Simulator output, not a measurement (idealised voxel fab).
The process module presented herein is designated voxel self aligned vias.
FYI the section here is cut, 280 nm wide, cells are 5 nm squares.
Format of a cross-section: grid, square cells. Given as bands. Order: top down. Band: one or more rows of cells. Basically the band line says how high the top is and how high the bottom is, in nm, and then what's in it from left to right, every material with its width in nm. Empty space shows up as "blank", and if a single material carries "throughout" it runs the full band edge to edge. It should be noted that heights are counted from 0, beneath which the wafer as supplied is of one material throughout, and that the lowest band possesses no lower boundary but continues downward, as written in "0 down". A two-number width, for instance "30..40", indicates that the width is equal to the first number in the top row of the band and to the second number in the bottom row, and that it changes by a constant amount per row of cells. No cell of the cross-section changed in a step that is given as "left unchanged". In "Entrapped voids" the enclosed voids are listed, meaning empty spaces of 8 cells or larger without any opening to the top. The form is width x height at distance, distance from the left edge, units nm. That trailing text on a step's line, after the settings, is the simulator's own remark on the step. Among the settings permitted on a step's line is "overlay nm"; applied to a step with a mask, it specifies the extent to which the mask lay to the right of its planned position, whereas a negative figure signifies a position to the left.

Intended process steps:
- 1: RECEIVE, material Si
- 2: CONFORMAL_DEP, material SiO2, thk nm 10
- 3: CONFORMAL_DEP, material SiCN, thk nm 5
- 4: DIRECTIONAL_DEP, material SiO2, thk nm 30
- 5: MASKED_ETCH, tone open, mask id LINES, width nm 30, pitch nm 70, etch materials SiO2, depth nm 30, overlay nm 0
- 6: CONFORMAL_DEP, material TiN, thk nm 5
- 7: FILL_DEP, material Ru, thk nm 10
- 8: CMP, height nm 45
- 9: SELECTIVE_ETCH, etch materials W Ru TiN, depth nm 5
- 10: FILL_DEP, material SiN, thk nm 5
- 11: CMP, height nm 45
- 12: DIRECTIONAL_DEP, material SiO2, thk nm 20
- 13: MASKED_ETCH, tone open, mask id VIAS, width nm 50, etch materials SiO2, depth nm 20, overlay nm 0
- 14: MASKED_ETCH, tone open, mask id VIAS, width nm 50, etch materials SiN, depth nm 5, overlay nm 0
- 15: CONFORMAL_DEP, material TiN, thk nm 5
- 16: FILL_DEP, material W, thk nm 10
- 17: CMP, height nm 65
- 18: CONFORMAL_DEP, material SiCN, thk nm 5

Cross-section: wafer on arrival = after step 1:
0 down | Si throughout
Entrapped voids: none

Here's the wafer cut in cross-section after the module, started and planned just like above, except one thing was done wrong in the run:
70 to 65 | SiCN throughout
65 to 45 | SiO2 (80), TiN (5), W (40), TiN (5), SiO2 (150)
45 to 40 | SiO2 (80), TiN (50), SiO2 (30), SiN (30), SiO2 (90)
40 to 25 | SiO2 (80), TiN (15), Ru (20), TiN (15), SiO2 (30), TiN (5), Ru (20), TiN (5), SiO2 (90)
25 to 20 | SiO2 (90), TiN (5), Ru (20), TiN (5), SiO2 (40), TiN (5), Ru (20), TiN (5), SiO2 (90)
20 to 15 | SiO2 (90), TiN (30), SiO2 (40), TiN (30), SiO2 (90)
15 to 10 | SiCN throughout
10 to 0 | SiO2 throughout
0 down | Si throughout
Entrapped voids: none
What went wrong in running the wafer? twice over, step 13 of the plan was run
